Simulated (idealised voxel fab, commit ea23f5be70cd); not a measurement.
The document below concerns the process module designated voxel capacitor over wiring.
cross-section cut | 285 nm wide | cells 5 nm
Square cells in a grid make up a cross-section in this document, and the grid is given as bands, listed from the top down, each one or more rows of cells. Band: top height; bottom height; in nm. Then, left to right: material with width in nm, for each material. "throughout": a single material spanning edge to edge. "air": empty space. Heights from 0 (as-received wafer is one material below). Bottom band endless downward, as "from 0 down". The two numbers in a width such as "30->40" mark its ends across the band: the first belongs to the top row of cells, the second to the bottom row, and from each row to the next the width moves by the same amount. What does "same as before" mean for a step? It means no cell of the cross-section changed in that step. For the entry "Encapsulated voids", the listed items are empty spaces with no open way to the top whose size is 8 cells or more; each item follows the pattern width x height at distance, where distance is from the left edge and all three are in nm. Heads up: the bit after the settings on a step's line is the simulator's remark on that step. overlay nm: mask offset rightward from planned place, masked step; negative means leftward offset.
SET OUT BELOW ARE THE PLANNED STEPS OF THE PROCESS
step 1: RECEIVE,material Si
step 2: CONFORMAL_DEP,material SiO2,thk nm 10
step 3: DIRECTIONAL_DEP,material TiN,thk nm 5
step 4: DIRECTIONAL_DEP,material Ru,thk nm 15
step 5: PATTERN,tone cover,mask id METAL_1,material resist,width nm 30,pitch nm 80,thk nm 20,overlay nm 0
step 6: DIRECTIONAL_ETCH,etch materials Ru,depth nm 15
step 7: DIRECTIONAL_ETCH,etch materials TiN,depth nm 5
step 8: STRIP,etch materials resist
step 9: CONFORMAL_DEP,material SiN,thk nm 5
step 10: FILL_DEP,material lowk,thk nm 5
step 11: CMP,height nm 30
step 12: CONFORMAL_DEP,material SiCN,thk nm 5
step 13: DIRECTIONAL_DEP,material SiO2,thk nm 10
step 14: MASKED_ETCH,tone open,mask id PLUG_1,width nm 15,etch materials SiO2,depth nm 10,overlay nm 0
step 15: MASKED_ETCH,tone open,mask id PLUG_1,width nm 15,etch materials SiCN,depth nm 5,overlay nm 0
step 16: EPI,material Ru,thk nm 10
step 17: EPI,material Ru,thk nm 5
step 18: DIRECTIONAL_DEP,material TiN,thk nm 10
step 19: DIRECTIONAL_DEP,material Al2O3,thk nm 5
step 20: DIRECTIONAL_DEP,material TiN,thk nm 10
step 21: PATTERN,tone cover,mask id UPPER_PLATE,material resist,width nm 55,thk nm 20,overlay nm 0
step 22: DIRECTIONAL_ETCH,etch materials TiN,depth nm 10
step 23: DIRECTIONAL_ETCH,etch materials Al2O3,depth nm 5
step 24: STRIP,etch materials resist
step 25: MASKED_ETCH,tone cover,mask id LOWER_PLATE,width nm 65,etch materials TiN,depth nm 10,overlay nm 0
step 26: FILL_DEP,material SiO2,thk nm 15
step 27: CMP,height nm 80
step 28: DIRECTIONAL_DEP,material aC,thk nm 10
step 29: PATTERN,tone open,mask id PLUG_2,material resist,width nm 15,thk nm 30,overlay nm 0
step 30: DIRECTIONAL_ETCH,etch materials aC,depth nm 10
step 31: STRIP,etch materials resist
step 32: DIRECTIONAL_ETCH,etch materials SiO2,depth nm 10
step 33: STRIP,etch materials aC
step 34: CONFORMAL_DEP,material TiN,thk nm 5
step 35: FILL_DEP,material Ru,thk nm 5
step 36: CMP,height nm 80
step 37: CONFORMAL_DEP,material SiCN,thk nm 5
WHAT FOLLOWS COVERS THE FIRST OF TWO WAFERS; IT RAN AS PLANNED
THIS IS THE CROSS-SECTION OF THE WAFER AS WE RECEIVED IT, I.E. AFTER STEP 1
    from 0 down  Si throughout
    Encapsulated voids: none
ONCE STEP 2 IS THROUGH, THE WAFER LOOKS LIKE THIS IN CROSS-SECTION
    from 10 to 0  SiO2 throughout
    Everything below 0 is unchanged.
ONCE STEP 3 IS THROUGH, THE WAFER LOOKS LIKE THIS IN CROSS-SECTION
    from 15 to 10  TiN throughout
    Everything below 10 is unchanged.
ONCE STEP 4 IS THROUGH, THE WAFER LOOKS LIKE THIS IN CROSS-SECTION
    from 30 to 15  Ru throughout
    Everything below 15 is unchanged.
ONCE STEP 5 IS THROUGH, THE WAFER LOOKS LIKE THIS IN CROSS-SECTION
    from 50 to 30  85 air / 30 resist / 50 air / 30 resist / 90 air
    Everything below 30 is unchanged.
ONCE STEP 6 IS THROUGH, THE WAFER LOOKS LIKE THIS IN CROSS-SECTION
    from 50 to 30  85 air / 30 resist / 50 air / 30 resist / 90 air
    from 30 to 15  85 air / 30 Ru / 50 air / 30 Ru / 90 air
    Everything below 15 is unchanged.
ONCE STEP 7 IS THROUGH, THE WAFER LOOKS LIKE THIS IN CROSS-SECTION
    from 50 to 30  85 air / 30 resist / 50 air / 30 resist / 90 air
    from 30 to 15  85 air / 30 Ru / 50 air / 30 Ru / 90 air
    from 15 to 10  85 air / 30 TiN / 50 air / 30 TiN / 90 air
    Everything below 10 is unchanged.
ONCE STEP 8 IS THROUGH, THE WAFER LOOKS LIKE THIS IN CROSS-SECTION
    from 30 to 15  85 air / 30 Ru / 50 air / 30 Ru / 90 air
    Everything below 15 is unchanged.
ONCE STEP 9 IS THROUGH, THE WAFER LOOKS LIKE THIS IN CROSS-SECTION
    from 35 to 30  80 air / 40 SiN / 40 air / 40 SiN / 85 air
    from 30 to 15  80 air / 5 SiN / 30 Ru / 5 SiN / 40 air / 5 SiN / 30 Ru / 5 SiN / 85 air
    from 15 to 10  85 SiN / 30 TiN / 50 SiN / 30 TiN / 90 SiN
    Everything below 10 is unchanged.
ONCE STEP 10 IS THROUGH, THE WAFER LOOKS LIKE THIS IN CROSS-SECTION
    from 40 to 35  lowk throughout
    from 35 to 30  80 lowk / 40 SiN / 40 lowk / 40 SiN / 85 lowk
    from 30 to 15  80 lowk / 5 SiN / 30 Ru / 5 SiN / 40 lowk / 5 SiN / 30 Ru / 5 SiN / 85 lowk
    Everything below 15 is unchanged.
ONCE STEP 11 IS THROUGH, THE WAFER LOOKS LIKE THIS IN CROSS-SECTION
    from 30 to 15  80 lowk / 5 SiN / 30 Ru / 5 SiN / 40 lowk / 5 SiN / 30 Ru / 5 SiN / 85 lowk
    Everything below 15 is unchanged.
ONCE STEP 12 IS THROUGH, THE WAFER LOOKS LIKE THIS IN CROSS-SECTION
    from 35 to 30  SiCN throughout
    Everything below 30 is unchanged.
ONCE STEP 13 IS THROUGH, THE WAFER LOOKS LIKE THIS IN CROSS-SECTION
    from 45 to 35  SiO2 throughout
    Everything below 35 is unchanged.
ONCE STEP 14 IS THROUGH, THE WAFER LOOKS LIKE THIS IN CROSS-SECTION
    from 45 to 35  100 SiO2 / 15 air / 170 SiO2
    Everything below 35 is unchanged.
ONCE STEP 15 IS THROUGH, THE WAFER LOOKS LIKE THIS IN CROSS-SECTION
    from 45 to 35  100 SiO2 / 15 air / 170 SiO2
    from 35 to 30  100 SiCN / 15 air / 170 SiCN
    Everything below 30 is unchanged.
ONCE STEP 16 IS THROUGH, THE WAFER LOOKS LIKE THIS IN CROSS-SECTION
    from 45 to 40  100 SiO2 / 15 air / 170 SiO2
    from 40 to 35  100 SiO2 / 15 Ru / 170 SiO2
    from 35 to 30  100 SiCN / 15 Ru / 170 SiCN
    Everything below 30 is unchanged.
ONCE STEP 17 IS THROUGH, THE WAFER LOOKS LIKE THIS IN CROSS-SECTION
    from 45 to 35  100 SiO2 / 15 Ru / 170 SiO2
    Everything below 35 is unchanged.
ONCE STEP 18 IS THROUGH, THE WAFER LOOKS LIKE THIS IN CROSS-SECTION
    from 55 to 45  TiN throughout
    Everything below 45 is unchanged.
ONCE STEP 19 IS THROUGH, THE WAFER LOOKS LIKE THIS IN CROSS-SECTION
    from 60 to 55  Al2O3 throughout
    Everything below 55 is unchanged.
ONCE STEP 20 IS THROUGH, THE WAFER LOOKS LIKE THIS IN CROSS-SECTION
    from 70 to 60  TiN throughout
    Everything below 60 is unchanged.
ONCE STEP 21 IS THROUGH, THE WAFER LOOKS LIKE THIS IN CROSS-SECTION
    from 90 to 70  100 air / 55 resist / 130 air
    Everything below 70 is unchanged.
ONCE STEP 22 IS THROUGH, THE WAFER LOOKS LIKE THIS IN CROSS-SECTION
    from 90 to 70  100 air / 55 resist / 130 air
    from 70 to 60  100 air / 55 TiN / 130 air
    Everything below 60 is unchanged.
ONCE STEP 23 IS THROUGH, THE WAFER LOOKS LIKE THIS IN CROSS-SECTION
    from 90 to 70  100 air / 55 resist / 130 air
    from 70 to 60  100 air / 55 TiN / 130 air
    from 60 to 55  100 air / 55 Al2O3 / 130 air
    Everything below 55 is unchanged.
ONCE STEP 24 IS THROUGH, THE WAFER LOOKS LIKE THIS IN CROSS-SECTION
    from 70 to 60  100 air / 55 TiN / 130 air
    Everything below 60 is unchanged.
ONCE STEP 25 IS THROUGH, THE WAFER LOOKS LIKE THIS IN CROSS-SECTION
    from 70 to 60  100 air / 55 TiN / 130 air
    from 60 to 55  100 air / 55 Al2O3 / 130 air
    from 55 to 45  95 air / 65 TiN / 125 air
    Everything below 45 is unchanged.
ONCE STEP 26 IS THROUGH, THE WAFER LOOKS LIKE THIS IN CROSS-SECTION
    from 85 to 70  SiO2 throughout
    from 70 to 60  100 SiO2 / 55 TiN / 130 SiO2
    from 60 to 55  100 SiO2 / 55 Al2O3 / 130 SiO2
    from 55 to 45  95 SiO2 / 65 TiN / 125 SiO2
    Everything below 45 is unchanged.
ONCE STEP 27 IS THROUGH, THE WAFER LOOKS LIKE THIS IN CROSS-SECTION
    from 80 to 70  SiO2 throughout
    Everything below 70 is unchanged.
ONCE STEP 28 IS THROUGH, THE WAFER LOOKS LIKE THIS IN CROSS-SECTION
    from 90 to 80  aC throughout
    Everything below 80 is unchanged.
ONCE STEP 29 IS THROUGH, THE WAFER LOOKS LIKE THIS IN CROSS-SECTION
    from 120 to 90  110 resist / 15 air / 160 resist
    Everything below 90 is unchanged.
ONCE STEP 30 IS THROUGH, THE WAFER LOOKS LIKE THIS IN CROSS-SECTION
    from 110 to 90  110 resist / 15 air / 160 resist
    from 90 to 80  110 aC / 15 air / 160 aC
    Everything below 80 is unchanged.
ONCE STEP 31 IS THROUGH, THE WAFER LOOKS LIKE THIS IN CROSS-SECTION
    from 90 to 80  110 aC / 15 air / 160 aC
    Everything below 80 is unchanged.
ONCE STEP 32 IS THROUGH, THE WAFER LOOKS LIKE THIS IN CROSS-SECTION
    from 90 to 80  110 aC / 15 air / 160 aC
    from 80 to 70  110 SiO2 / 15 air / 160 SiO2
    Everything below 70 is unchanged.
ONCE STEP 33 IS THROUGH, THE WAFER LOOKS LIKE THIS IN CROSS-SECTION
    from 80 to 70  110 SiO2 / 15 air / 160 SiO2
    Everything below 70 is unchanged.
ONCE STEP 34 IS THROUGH, THE WAFER LOOKS LIKE THIS IN CROSS-SECTION
    from 85 to 80  115 TiN / 5 air / 165 TiN
    from 80 to 75  110 SiO2 / 5 TiN / 5 air / 5 TiN / 160 SiO2
    from 75 to 70  110 SiO2 / 15 TiN / 160 SiO2
    Everything below 70 is unchanged.
ONCE STEP 35 IS THROUGH, THE WAFER LOOKS LIKE THIS IN CROSS-SECTION
    from 90 to 85  Ru throughout
    from 85 to 80  115 TiN / 5 Ru / 165 TiN
    from 80 to 75  110 SiO2 / 5 TiN / 5 Ru / 5 TiN / 160 SiO2
    Everything below 75 is unchanged.
ONCE STEP 36 IS THROUGH, THE WAFER LOOKS LIKE THIS IN CROSS-SECTION
    from 80 to 75  110 SiO2 / 5 TiN / 5 Ru / 5 TiN / 160 SiO2
    Everything below 75 is unchanged.
ONCE STEP 37 IS THROUGH, THE WAFER LOOKS LIKE THIS IN CROSS-SECTION
    from 85 to 80  SiCN throughout
    Everything below 80 is unchanged.
SECOND WAFER: SAME START AND SAME PLAN AS THE FIRST, ONE EXECUTION ERROR; IDENTICAL TO THE FIRST THROUGH STEP 19
CROSS-SECTIONAL VIEW OF THE SECOND WAFER AT THE INTENDED END TIME OF PROCESS STEP 20
    from 65 to 60  TiN throughout
    Everything below 60 is unchanged.
CROSS-SECTIONAL VIEW OF THE SECOND WAFER AT THE INTENDED END TIME OF PROCESS STEP 21
    from 85 to 65  100 air / 55 resist / 130 air
    Everything below 65 is unchanged.
CROSS-SECTIONAL VIEW OF THE SECOND WAFER AT THE INTENDED END TIME OF PROCESS STEP 22
    from 85 to 65  100 air / 55 resist / 130 air
    from 65 to 60  100 air / 55 TiN / 130 air
    Everything below 60 is unchanged.
CROSS-SECTIONAL VIEW OF THE SECOND WAFER AT THE INTENDED END TIME OF PROCESS STEP 23
    from 85 to 65  100 air / 55 resist / 130 air
    from 65 to 60  100 air / 55 TiN / 130 air
    from 60 to 55  100 air / 55 Al2O3 / 130 air
    Everything below 55 is unchanged.
CROSS-SECTIONAL VIEW OF THE SECOND WAFER AT THE INTENDED END TIME OF PROCESS STEP 24
    from 65 to 60  100 air / 55 TiN / 130 air
    Everything below 60 is unchanged.
CROSS-SECTIONAL VIEW OF THE SECOND WAFER AT THE INTENDED END TIME OF PROCESS STEP 25
    from 65 to 60  100 air / 55 TiN / 130 air
    from 60 to 55  100 air / 55 Al2O3 / 130 air
    from 55 to 45  95 air / 65 TiN / 125 air
    Everything below 45 is unchanged.
CROSS-SECTIONAL VIEW OF THE SECOND WAFER AT THE INTENDED END TIME OF PROCESS STEP 26
    from 80 to 65  SiO2 throughout
    from 65 to 60  100 SiO2 / 55 TiN / 130 SiO2
    from 60 to 55  100 SiO2 / 55 Al2O3 / 130 SiO2
    from 55 to 45  95 SiO2 / 65 TiN / 125 SiO2
    Everything below 45 is unchanged.
Cross-sectional view of the second wafer at the intended end time of process step 27: same as before
CROSS-SECTIONAL VIEW OF THE SECOND WAFER AT THE INTENDED END TIME OF PROCESS STEP 28
    from 90 to 80  aC throughout
    Everything below 80 is unchanged.
CROSS-SECTIONAL VIEW OF THE SECOND WAFER AT THE INTENDED END TIME OF PROCESS STEP 29
    from 120 to 90  110 resist / 15 air / 160 resist
    Everything below 90 is unchanged.
CROSS-SECTIONAL VIEW OF THE SECOND WAFER AT THE INTENDED END TIME OF PROCESS STEP 30
    from 110 to 90  110 resist / 15 air / 160 resist
    from 90 to 80  110 aC / 15 air / 160 aC
    Everything below 80 is unchanged.
CROSS-SECTIONAL VIEW OF THE SECOND WAFER AT THE INTENDED END TIME OF PROCESS STEP 31
    from 90 to 80  110 aC / 15 air / 160 aC
    Everything below 80 is unchanged.
CROSS-SECTIONAL VIEW OF THE SECOND WAFER AT THE INTENDED END TIME OF PROCESS STEP 32
    from 90 to 80  110 aC / 15 air / 160 aC
    from 80 to 70  110 SiO2 / 15 air / 160 SiO2
    Everything below 70 is unchanged.
CROSS-SECTIONAL VIEW OF THE SECOND WAFER AT THE INTENDED END TIME OF PROCESS STEP 33
    from 80 to 70  110 SiO2 / 15 air / 160 SiO2
    Everything below 70 is unchanged.
CROSS-SECTIONAL VIEW OF THE SECOND WAFER AT THE INTENDED END TIME OF PROCESS STEP 34
    from 85 to 80  115 TiN / 5 air / 165 TiN
    from 80 to 75  110 SiO2 / 5 TiN / 5 air / 5 TiN / 160 SiO2
    from 75 to 70  110 SiO2 / 15 TiN / 160 SiO2
    Everything below 70 is unchanged.
CROSS-SECTIONAL VIEW OF THE SECOND WAFER AT THE INTENDED END TIME OF PROCESS STEP 35
    from 90 to 85  Ru throughout
    from 85 to 80  115 TiN / 5 Ru / 165 TiN
    from 80 to 75  110 SiO2 / 5 TiN / 5 Ru / 5 TiN / 160 SiO2
    Everything below 75 is unchanged.
CROSS-SECTIONAL VIEW OF THE SECOND WAFER AT THE INTENDED END TIME OF PROCESS STEP 36
    from 80 to 75  110 SiO2 / 5 TiN / 5 Ru / 5 TiN / 160 SiO2
    Everything below 75 is unchanged.
CROSS-SECTIONAL VIEW OF THE SECOND WAFER AT THE INTENDED END TIME OF PROCESS STEP 37
    from 85 to 80  SiCN throughout
    Everything below 80 is unchanged.
Nonconformance to the process plan: step 20 off recipe, ran as DIRECTIONAL_DEP,material TiN,thk nm 5
Bottom line after processing is that, in cells, the second wafer is up or down on some materials versus the first: +11 SiO2, -11 TiN
